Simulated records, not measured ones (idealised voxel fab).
process module | voxel gate over fins
Xsec cut, 250 nm wide, square cell size 5 nm.
A cross-section is written here as square cells arranged in a grid, and it is given in bands from the top down, each band taking up one or more rows of cells.
A band entry consists of two parts. The first gives the height of the band's top and the height of its bottom, in nm. The rest lists the band's materials from left to right, each with its width in nm. A single material labelled with the word "throughout" fills the band from edge to edge, and the word "blank" marks empty space.
For the purposes of this specification, 0 denotes the height below which the wafer in its as-received condition is composed wholly of one material, and the lowermost band, lacking a lower limit, extends downward without end, as expressed in "top 0, no bottom".
Graded width ("30..40"): value in top row of band = first number; value in bottom row = second number; row-to-row change constant.
"nothing got changed", as given for a step, is the statement that not any cell of the cross-section underwent a change during that step.
In "Trapped cavities" the enclosed voids are listed, meaning empty spaces of 8 cells or larger without any opening to the top. The form is width x height at distance, distance from the left edge, units nm.
Text after the settings on a step's line: the simulator's own remark on that step.
Each step line may optionally specify "overlay nm", which for a step with a mask gives the rightward distance between the mask's planned place and where it lay, a negative value indicating the leftward direction.
[Process steps - plan]
1,RECEIVE (material Si)
2,CONFORMAL_DEP (material SiN; thk nm 5)
3,PATTERN (tone cover; mask id FINS; material resist; width nm 15; pitch nm 40; thk nm 15; overlay nm 0)
4,DIRECTIONAL_ETCH (etch materials SiN; depth nm 5)
5,DIRECTIONAL_ETCH (etch materials Si; depth nm 35)
6,STRIP (etch materials resist)
7,FILL_DEP (material SiO2; thk nm 15)
8,CMP (height nm 5)
9,SELECTIVE_ETCH (etch materials SiO2; depth nm 15)
10,STRIP (etch materials SiN)
11,CONFORMAL_DEP (material HfO2; thk nm 5)
12,CONFORMAL_DEP (material TiN; thk nm 5)
13,CONFORMAL_DEP (material TiAl; thk nm 5)
14,CONFORMAL_DEP (material TiN; thk nm 5)
15,FILL_DEP (material W; thk nm 10)
16,CMP (height nm 25)
17,CONFORMAL_DEP (material SiN; thk nm 10)
[Wafer as received: cross-section following step 1]
	top 0, no bottom = Si throughout
	Trapped cavities: none
[Run as planned - first of the two wafers cross-sectioned at the end of the module]
	top 35, bottom 25 = SiN throughout
	top 25, bottom 20 = W throughout
	top 20, bottom 15 = 35 of W / 175 of TiN / 40 of W
	top 15, bottom 10 = 35 of W / 5 of TiN / 165 of TiAl / 5 of TiN / 40 of W
	top 10, bottom 5 = 40 of TiN / 5 of TiAl / 35 of TiN / 5 of TiAl / 35 of TiN / 5 of TiAl / 35 of TiN / 5 of TiAl / 35 of TiN / 5 of TiAl / 45 of TiN
	top 5, bottom 0 = 45 of TiAl / 5 of TiN / 25 of HfO2 / 5 of TiN / 5 of TiAl / 5 of TiN / 25 of HfO2 / 5 of TiN / 5 of TiAl / 5 of TiN / 25 of HfO2 / 5 of TiN / 5 of TiAl / 5 of TiN / 25 of HfO2 / 5 of TiN / 50 of TiAl
	top 0, bottom -5 = 50 of TiN / 5 of HfO2 / 15 of Si / 5 of HfO2 / 15 of TiN / 5 of HfO2 / 15 of Si / 5 of HfO2 / 15 of TiN / 5 of HfO2 / 15 of Si / 5 of HfO2 / 15 of TiN / 5 of HfO2 / 15 of Si / 5 of HfO2 / 55 of TiN
	top -5, bottom -10 = 55 of HfO2 / 15 of Si / 25 of HfO2 / 15 of Si / 25 of HfO2 / 15 of Si / 25 of HfO2 / 15 of Si / 60 of HfO2
	top -10, bottom -35 = 55 of SiO2 / 15 of Si / 25 of SiO2 / 15 of Si / 25 of SiO2 / 15 of Si / 25 of SiO2 / 15 of Si / 60 of SiO2
	top -35, no bottom = Si throughout
	Trapped cavities: none
[Cross-section at end of module for the second wafer of two, which matched the first in starting point and plan and differed by one mistake in its processing]
	top 35, bottom 25 = SiN throughout
	top 25, bottom 15 = W throughout
	top 15, bottom 5 = 40 of W / 165 of TiN / 45 of W
	top 5, bottom 0 = 50 of TiN / 25 of HfO2 / 15 of TiN / 25 of HfO2 / 15 of TiN / 25 of HfO2 / 15 of TiN / 25 of HfO2 / 55 of TiN
	top 0, bottom -5 = 50 of TiN / 5 of HfO2 / 15 of Si / 5 of HfO2 / 15 of TiN / 5 of HfO2 / 15 of Si / 5 of HfO2 / 15 of TiN / 5 of HfO2 / 15 of Si / 5 of HfO2 / 15 of TiN / 5 of HfO2 / 15 of Si / 5 of HfO2 / 55 of TiN
	top -5, bottom -10 = 55 of HfO2 / 15 of Si / 25 of HfO2 / 15 of Si / 25 of HfO2 / 15 of Si / 25 of HfO2 / 15 of Si / 60 of HfO2
	top -10, bottom -35 = 55 of SiO2 / 15 of Si / 25 of SiO2 / 15 of Si / 25 of SiO2 / 15 of Si / 25 of SiO2 / 15 of Si / 60 of SiO2
	top -35, no bottom = Si throughout
	Trapped cavities: none
The mistake made against the process plan was this: plan step 13 was not performed, having been skipped
Once processing is complete, comparing cell counts shows that the second wafer has more or fewer of certain materials than the first: TiAl: 60 fewer | TiN: 6 more | W: 54 more
